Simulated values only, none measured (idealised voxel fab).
Proc. module: voxel self aligned vias
This is section cut - it's 205 nm across, gridded in 5 nm square cells.
A cross-section in this document is a grid of square cells, and it is written down as bands, the top band listed before the ones below it; a band is made up of one or more rows of cells. The band entry comprises the height of the band's top followed by the height of its bottom, expressed in nm, and subsequently the band's materials from left to right, each stated together with its width in nm. Where a single material is marked with the word "everywhere", that material fills the band from edge to edge. The word "blank" represents empty space. Note: height 0 marks the level under which the wafer is uniformly one material as received. Lowest band unbounded below, written "z 0 and below". A width given as "30..40" starts at the first number in the band's top row and ends at the second number in its bottom row, shifting by an equal amount at every step from row to row. "remained unchanged" for a step: no cell of the cross-section changed in that step. "Enclosed internal voids": sealed empty spaces, 8 cells or more, no open way to top, listed width x height at distance, with distance from the left edge and width, height and distance in nm. Heads up: the bit after the settings on a step's line is the simulator's remark on that step. overlay nm: for a step with a mask, the amount by which the mask lay right of where it was planned; a negative amount means left of it.

[plan]
1,op RECEIVE | material Si
2,op CONFORMAL_DEP | material SiO2 | thk nm 15
3,op CONFORMAL_DEP | material SiCN | thk nm 5
4,op DIRECTIONAL_DEP | material SiO2 | thk nm 20
5,op PATTERN | tone open | mask id LINES | material resist | width nm 25 | pitch nm 60 | thk nm 20 | overlay nm -15
6,op DIRECTIONAL_ETCH | etch materials SiO2 | depth nm 20
7,op STRIP | etch materials resist
8,op CONFORMAL_DEP | material TiN | thk nm 5
9,op FILL_DEP | material Ru | thk nm 5
10,op CMP | height nm 40
11,op SELECTIVE_ETCH | etch materials W Ru TiN | depth nm 5
12,op FILL_DEP | material SiN | thk nm 5
13,op CMP | height nm 40
14,op DIRECTIONAL_DEP | material SiO2 | thk nm 15
15,op MASKED_ETCH | tone open | mask id VIAS | width nm 45 | pitch nm 60 | etch materials SiO2 | depth nm 15 | overlay nm 0
16,op MASKED_ETCH | tone open | mask id VIAS | width nm 45 | pitch nm 60 | etch materials SiN | depth nm 5 | overlay nm 0
17,op CONFORMAL_DEP | material TiN | thk nm 5
18,op FILL_DEP | material W | thk nm 5
19,op CMP | height nm 55
20,op CONFORMAL_DEP | material SiN | thk nm 5
Be aware that, although all wafers share a common starting state, the overlay nm at step 5 differs among them, and the plan displays the first wafer's value.

[Incoming state of the first of several wafers in cross-section: after step 1]
z 0 and below: Si everywhere
Enclosed internal voids: none

[Last step of the module is step 20; after it, the first of several wafers in cross-section]
z 60 to 55: SiN everywhere
z 55 to 45: SiO2 (20); TiN (5); W (35); TiN (5); SiO2 (15); TiN (5); W (35); TiN (5); SiO2 (15); TiN (5); W (35); TiN (5); SiO2 (20)
z 45 to 40: SiO2 (20); TiN (5); W (10); TiN (30); SiO2 (15); TiN (5); W (10); TiN (30); SiO2 (15); TiN (5); W (10); TiN (30); SiO2 (20)
z 40 to 35: SiO2 (15); SiN (5); TiN (20); SiO2 (35); SiN (5); TiN (20); SiO2 (35); SiN (5); TiN (20); SiO2 (45)
z 35 to 25: SiO2 (15); TiN (5); Ru (15); TiN (5); SiO2 (35); TiN (5); Ru (15); TiN (5); SiO2 (35); TiN (5); Ru (15); TiN (5); SiO2 (45)
z 25 to 20: SiO2 (15); TiN (25); SiO2 (35); TiN (25); SiO2 (35); TiN (25); SiO2 (45)
z 20 to 15: SiCN everywhere
z 15 to 0: SiO2 everywhere
z 0 and below: Si everywhere
Enclosed internal voids: none

[Of the several wafers, the last: cross-section at the end of the module]
z 60 to 55: SiN everywhere
z 55 to 45: SiO2 (20); TiN (5); W (35); TiN (5); SiO2 (15); TiN (5); W (35); TiN (5); SiO2 (15); TiN (5); W (35); TiN (5); SiO2 (20)
z 45 to 40: SiO2 (20); TiN (30); W (10); TiN (5); SiO2 (15); TiN (30); W (10); TiN (5); SiO2 (15); TiN (30); W (10); TiN (5); SiO2 (20)
z 40 to 35: SiO2 (45); TiN (20); SiN (5); SiO2 (35); TiN (20); SiN (5); SiO2 (35); TiN (20); SiN (5); SiO2 (15)
z 35 to 25: SiO2 (45); TiN (5); Ru (15); TiN (5); SiO2 (35); TiN (5); Ru (15); TiN (5); SiO2 (35); TiN (5); Ru (15); TiN (5); SiO2 (15)
z 25 to 20: SiO2 (45); TiN (25); SiO2 (35); TiN (25); SiO2 (35); TiN (25); SiO2 (15)
z 20 to 15: SiCN everywhere
z 15 to 0: SiO2 everywhere
z 0 and below: Si everywhere
Enclosed internal voids: none

[Quick key for the table: a row per wafer, taken at the end of the module. For each material it tells you how many cells the wafer gained (+) or lost (-) since it came in, and the closed voids come after]
overlay nm -15; +18 Ru; +41 SiCN; +44 SiN; +269 SiO2; +72 TiN; +48 W; Enclosed internal voids: none
overlay nm -10; +18 Ru; +41 SiCN; +41 SiN; +269 SiO2; +72 TiN; +51 W; Enclosed internal voids: none
overlay nm -5; +18 Ru; +41 SiCN; +41 SiN; +269 SiO2; +72 TiN; +51 W; Enclosed internal voids: none
overlay nm 0; +18 Ru; +41 SiCN; +41 SiN; +269 SiO2; +72 TiN; +51 W; Enclosed internal voids: none
overlay nm 5; +18 Ru; +41 SiCN; +41 SiN; +269 SiO2; +72 TiN; +51 W; Enclosed internal voids: none
overlay nm 10; +18 Ru; +41 SiCN; +41 SiN; +269 SiO2; +72 TiN; +51 W; Enclosed internal voids: none
overlay nm 15; +18 Ru; +41 SiCN; +44 SiN; +269 SiO2; +72 TiN; +48 W; Enclosed internal voids: none
